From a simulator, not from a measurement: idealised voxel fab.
A process module follows: voxel wiring stack.
We display cut, a cross-section 255 nm in width whose square cells are each 5 nm.
Cross-section format: a grid of square cells, given as bands from top to bottom; each band is one or more rows of cells.
Band: top height; bottom height; in nm. Then, left to right: material with width in nm, for each material. "everywhere": a single material spanning edge to edge. "empty": empty space.
Height reference: 0 = level under which incoming wafer is all one material. Lowest band: no bottom, runs on downward, e.g. "0..down".
Width "30..40": first value at the band's top row of cells, second value at its bottom row, equal change from row to row.
A step reported as "nothing got changed" is a step in which no cell of the cross-section changed.
So "Sealed internal voids" is basically the list of trapped voids: any empty space of 8 cells or more that can't reach the top through an opening. They're written width x height at distance, the distance being from the left edge, and it's all nm.
That trailing text on a step's line, after the settings, is the simulator's own remark on the step.
overlay nm, on a step with a mask: how far to the right of its planned place the mask lay; to the left if negative
The following list gives the planned process steps:
1. RECEIVE with material Si
2. CONFORMAL_DEP with material SiO2, thk nm 15
3. CONFORMAL_DEP with material SiN, thk nm 5
4. DIRECTIONAL_DEP with material lowk, thk nm 15
5. DIRECTIONAL_DEP with material aC, thk nm 10
6. PATTERN with tone open, mask id METAL_1, material resist, width nm 20, pitch nm 35, thk nm 25, overlay nm 0
7. DIRECTIONAL_ETCH with etch materials aC, depth nm 10
8. STRIP with etch materials resist
9. DIRECTIONAL_ETCH with etch materials lowk, depth nm 15
10. DIRECTIONAL_ETCH with etch materials SiN, depth nm 5
11. STRIP with etch materials aC
12. CONFORMAL_DEP with material TiN, thk nm 5
13. FILL_DEP with material Cu, thk nm 10
14. CMP with height nm 35
15. CONFORMAL_DEP with material SiCN, thk nm 5
16. DIRECTIONAL_DEP with material lowk, thk nm 30
17. PATTERN with tone open, mask id METAL_2_HOLES, material resist, width nm 15, pitch nm 70, thk nm 15, overlay nm 0
18. DIRECTIONAL_ETCH with etch materials lowk, depth nm 30
19. STRIP with etch materials resist
20. MASKED_ETCH with tone open, mask id METAL_2, width nm 20, pitch nm 35, etch materials lowk, depth nm 20, overlay nm 0
21. MASKED_ETCH with tone open, mask id METAL_2, width nm 20, pitch nm 35, etch materials SiCN, depth nm 5, overlay nm 0
22. CONFORMAL_DEP with material TiN, thk nm 5
23. FILL_DEP with material Cu, thk nm 5
24. CMP with height nm 70
25. CONFORMAL_DEP with material SiN, thk nm 5
First wafer of two (run as planned):
Received-state cross-section, reflecting completion of step 1:
> 0..down | Si everywhere
> Sealed internal voids: none
Once step 2 is through, the wafer looks like this in cross-section:
> 15..0 | SiO2 everywhere
> Everything under 0 stays put, no change at all.
Once step 3 is through, the wafer looks like this in cross-section:
> 20..15 | SiN everywhere
> Everything under 15 stays put, no change at all.
Once step 4 is through, the wafer looks like this in cross-section:
> 35..20 | lowk everywhere
> Everything under 20 stays put, no change at all.
Once step 5 is through, the wafer looks like this in cross-section:
> 45..35 | aC everywhere
> Everything under 35 stays put, no change at all.
Once step 6 is through, the wafer looks like this in cross-section:
> 70..45 | resist 65 / empty 20 / resist 15 / empty 20 / resist 15 / empty 20 / resist 15 / empty 20 / resist 65
> Everything under 45 stays put, no change at all.
Once step 7 is through, the wafer looks like this in cross-section:
> 60..45 | resist 65 / empty 20 / resist 15 / empty 20 / resist 15 / empty 20 / resist 15 / empty 20 / resist 65
> 45..35 | aC 65 / empty 20 / aC 15 / empty 20 / aC 15 / empty 20 / aC 15 / empty 20 / aC 65
> Everything under 35 stays put, no change at all.
Once step 8 is through, the wafer looks like this in cross-section:
> 45..35 | aC 65 / empty 20 / aC 15 / empty 20 / aC 15 / empty 20 / aC 15 / empty 20 / aC 65
> Everything under 35 stays put, no change at all.
Once step 9 is through, the wafer looks like this in cross-section:
> 45..35 | aC 65 / empty 20 / aC 15 / empty 20 / aC 15 / empty 20 / aC 15 / empty 20 / aC 65
> 35..20 | lowk 65 / empty 20 / lowk 15 / empty 20 / lowk 15 / empty 20 / lowk 15 / empty 20 / lowk 65
> Everything under 20 stays put, no change at all.
Once step 10 is through, the wafer looks like this in cross-section:
> 45..35 | aC 65 / empty 20 / aC 15 / empty 20 / aC 15 / empty 20 / aC 15 / empty 20 / aC 65
> 35..20 | lowk 65 / empty 20 / lowk 15 / empty 20 / lowk 15 / empty 20 / lowk 15 / empty 20 / lowk 65
> 20..15 | SiN 65 / empty 20 / SiN 15 / empty 20 / SiN 15 / empty 20 / SiN 15 / empty 20 / SiN 65
> Everything under 15 stays put, no change at all.
Once step 11 is through, the wafer looks like this in cross-section:
> 35..20 | lowk 65 / empty 20 / lowk 15 / empty 20 / lowk 15 / empty 20 / lowk 15 / empty 20 / lowk 65
> Everything under 20 stays put, no change at all.
Once step 12 is through, the wafer looks like this in cross-section:
> 40..35 | TiN 70 / empty 10 / TiN 25 / empty 10 / TiN 25 / empty 10 / TiN 25 / empty 10 / TiN 70
> 35..20 | lowk 65 / TiN 5 / empty 10 / TiN 5 / lowk 15 / TiN 5 / empty 10 / TiN 5 / lowk 15 / TiN 5 / empty 10 / TiN 5 / lowk 15 / TiN 5 / empty 10 / TiN 5 / lowk 65
> 20..15 | SiN 65 / TiN 20 / SiN 15 / TiN 20 / SiN 15 / TiN 20 / SiN 15 / TiN 20 / SiN 65
> Everything under 15 stays put, no change at all.
Once step 13 is through, the wafer looks like this in cross-section:
> 50..40 | Cu everywhere
> 40..35 | TiN 70 / Cu 10 / TiN 25 / Cu 10 / TiN 25 / Cu 10 / TiN 25 / Cu 10 / TiN 70
> 35..20 | lowk 65 / TiN 5 / Cu 10 / TiN 5 / lowk 15 / TiN 5 / Cu 10 / TiN 5 / lowk 15 / TiN 5 / Cu 10 / TiN 5 / lowk 15 / TiN 5 / Cu 10 / TiN 5 / lowk 65
> Everything under 20 stays put, no change at all.
Once step 14 is through, the wafer looks like this in cross-section:
> 35..20 | lowk 65 / TiN 5 / Cu 10 / TiN 5 / lowk 15 / TiN 5 / Cu 10 / TiN 5 / lowk 15 / TiN 5 / Cu 10 / TiN 5 / lowk 15 / TiN 5 / Cu 10 / TiN 5 / lowk 65
> Everything under 20 stays put, no change at all.
Once step 15 is through, the wafer looks like this in cross-section:
> 40..35 | SiCN everywhere
> Everything under 35 stays put, no change at all.
Once step 16 is through, the wafer looks like this in cross-section:
> 70..40 | lowk everywhere
> Everything under 40 stays put, no change at all.
Once step 17 is through, the wafer looks like this in cross-section:
> 85..70 | resist 65 / empty 15 / resist 55 / empty 15 / resist 105
> Everything under 70 stays put, no change at all.
Once step 18 is through, the wafer looks like this in cross-section:
> 85..70 | resist 65 / empty 15 / resist 55 / empty 15 / resist 105
> 70..40 | lowk 65 / empty 15 / lowk 55 / empty 15 / lowk 105
> Everything under 40 stays put, no change at all.
Once step 19 is through, the wafer looks like this in cross-section:
> 70..40 | lowk 65 / empty 15 / lowk 55 / empty 15 / lowk 105
> Everything under 40 stays put, no change at all.
Once step 20 is through, the wafer looks like this in cross-section:
> 70..50 | lowk 65 / empty 20 / lowk 15 / empty 20 / lowk 15 / empty 20 / lowk 15 / empty 20 / lowk 65
> Everything under 50 stays put, no change at all.
Once step 21 is through, the wafer looks like this in cross-section:
> 70..50 | lowk 65 / empty 20 / lowk 15 / empty 20 / lowk 15 / empty 20 / lowk 15 / empty 20 / lowk 65
> 50..40 | lowk 65 / empty 15 / lowk 55 / empty 15 / lowk 105
> 40..35 | SiCN 65 / empty 15 / SiCN 55 / empty 15 / SiCN 105
> Everything under 35 stays put, no change at all.
Once step 22 is through, the wafer looks like this in cross-section:
> 75..70 | TiN 70 / empty 10 / TiN 25 / empty 10 / TiN 25 / empty 10 / TiN 25 / empty 10 / TiN 70
> 70..55 | lowk 65 / TiN 5 / empty 10 / TiN 5 / lowk 15 / TiN 5 / empty 10 / TiN 5 / lowk 15 / TiN 5 / empty 10 / TiN 5 / lowk 15 / TiN 5 / empty 10 / TiN 5 / lowk 65
> 55..50 | lowk 65 / TiN 5 / empty 5 / TiN 10 / lowk 15 / TiN 20 / lowk 15 / TiN 5 / empty 5 / TiN 10 / lowk 15 / TiN 20 / lowk 65
> 50..40 | lowk 65 / TiN 5 / empty 5 / TiN 5 / lowk 55 / TiN 5 / empty 5 / TiN 5 / lowk 105
> 40..35 | SiCN 65 / TiN 15 / SiCN 55 / TiN 15 / SiCN 105
> Everything under 35 stays put, no change at all.
Once step 23 is through, the wafer looks like this in cross-section:
> 80..75 | Cu everywhere
> 75..70 | TiN 70 / Cu 10 / TiN 25 / Cu 10 / TiN 25 / Cu 10 / TiN 25 / Cu 10 / TiN 70
> 70..55 | lowk 65 / TiN 5 / Cu 10 / TiN 5 / lowk 15 / TiN 5 / Cu 10 / TiN 5 / lowk 15 / TiN 5 / Cu 10 / TiN 5 / lowk 15 / TiN 5 / Cu 10 / TiN 5 / lowk 65
> 55..50 | lowk 65 / TiN 5 / Cu 5 / TiN 10 / lowk 15 / TiN 20 / lowk 15 / TiN 5 / Cu 5 / TiN 10 / lowk 15 / TiN 20 / lowk 65
> 50..40 | lowk 65 / TiN 5 / Cu 5 / TiN 5 / lowk 55 / TiN 5 / Cu 5 / TiN 5 / lowk 105
> Everything under 40 stays put, no change at all.
Once step 24 is through, the wafer looks like this in cross-section:
> 70..55 | lowk 65 / TiN 5 / Cu 10 / TiN 5 / lowk 15 / TiN 5 / Cu 10 / TiN 5 / lowk 15 / TiN 5 / Cu 10 / TiN 5 / lowk 15 / TiN 5 / Cu 10 / TiN 5 / lowk 65
> Everything under 55 stays put, no change at all.
Once step 25 is through, the wafer looks like this in cross-section:
> 75..70 | SiN everywhere
> Everything under 70 stays put, no change at all.
The second wafer was prepared from the same starting point and under the same plan as the first; its processing contained one mistake, and it remains indistinguishable from the first wafer up to and including step 15:
Second wafer, cross-section, planned end of step 16:
> 70..40 | Cu everywhere
> Everything under 40 stays put, no change at all.
Second wafer, cross-section, planned end of step 17:
> 85..70 | resist 65 / empty 15 / resist 55 / empty 15 / resist 105
> Everything under 70 stays put, no change at all.
Second wafer, cross-section, planned end of step 18: nothing got changed
Second wafer, cross-section, planned end of step 19:
> 70..40 | Cu everywhere
> Everything under 40 stays put, no change at all.
Second wafer, cross-section, planned end of step 20: nothing got changed
Second wafer, cross-section, planned end of step 21: nothing got changed
Second wafer, cross-section, planned end of step 22:
> 75..70 | TiN everywhere
> Everything under 70 stays put, no change at all.
Second wafer, cross-section, planned end of step 23:
> 80..75 | Cu everywhere
> Everything under 75 stays put, no change at all.
Second wafer, cross-section, planned end of step 24:
> 70..40 | Cu everywhere
> Everything under 40 stays put, no change at all.
Second wafer, cross-section, planned end of step 25:
> 75..70 | SiN everywhere
> Everything under 70 stays put, no change at all.
Run error: step 16: run off-plan, actual operation and settings DIRECTIONAL_DEP with material Cu, thk nm 30
Final cells, second wafer relative to first, materials higher or lower: Cu +276, SiCN +6, TiN -52, lowk -230
